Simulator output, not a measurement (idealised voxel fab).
process module | voxel fin reveal
cross-section cut | 160 nm wide | cells 5 nm
A cross-section is a grid of square cells, given in bands from the top down. A band is one or more rows of cells.
Each band's line starts with the height of the band's top and of its bottom, in nm. Then come its materials from left to right, each with its width in nm. One material with "throughout" fills the band from edge to edge. "air" is empty space.
Height 0 is the level under which the wafer as received is all one material. The lowest band goes on downwards, as in "0 down".
A width such as "30 to 40" changes by the same amount from each row of cells to the next, from the band's top row to its bottom row.
"no change" after a step means that no cell of the cross-section changed.
closed voids: empty space of 8 cells or more with no open way to the top, each as width x height at its distance from the left edge, in nm
after a step's settings: what the simulator itself notes on the step
overlay nm, on a step with a mask: how far to the right of its planned place the mask lay; to the left if negative
plan
1 op RECEIVE | material Si
2 op CONFORMAL_DEP | material SiN | thk nm 5
3 op PATTERN | tone cover | mask id FINS | material resist | width nm 15 | pitch nm 35 | thk nm 20 | overlay nm 0
4 op DIRECTIONAL_ETCH | etch materials SiN | depth nm 5
5 op DIRECTIONAL_ETCH | etch materials Si | depth nm 40
6 op STRIP | etch materials resist
7 op FILL_DEP | material SiO2 | thk nm 15
8 op CMP | height nm 5
9 op SELECTIVE_ETCH | etch materials SiO2 | depth nm 35
10 op STRIP | etch materials SiN
as received, after step 1
  0 down: Si throughout
  closed voids: none
first wafer at the end, as planned
  0 to -30: air 35 | Si 15 | air 20 | Si 15 | air 20 | Si 15 | air 40
  -30 to -40: SiO2 35 | Si 15 | SiO2 20 | Si 15 | SiO2 20 | Si 15 | SiO2 40
  -40 down: Si throughout
  closed voids: none
second wafer at the end: like start, like plan, one mistake
  5 to 0: air 35 | SiN 15 | air 20 | SiN 15 | air 20 | SiN 15 | air 40
  0 to -30: air 35 | Si 15 | air 20 | Si 15 | air 20 | Si 15 | air 40
  -30 to -40: SiO2 35 | Si 15 | SiO2 20 | Si 15 | SiO2 20 | Si 15 | SiO2 40
  -40 down: Si throughout
  closed voids: none
what went wrong: step 10 was left out
at the end the second wafer has, in cells: 9 more of SiN
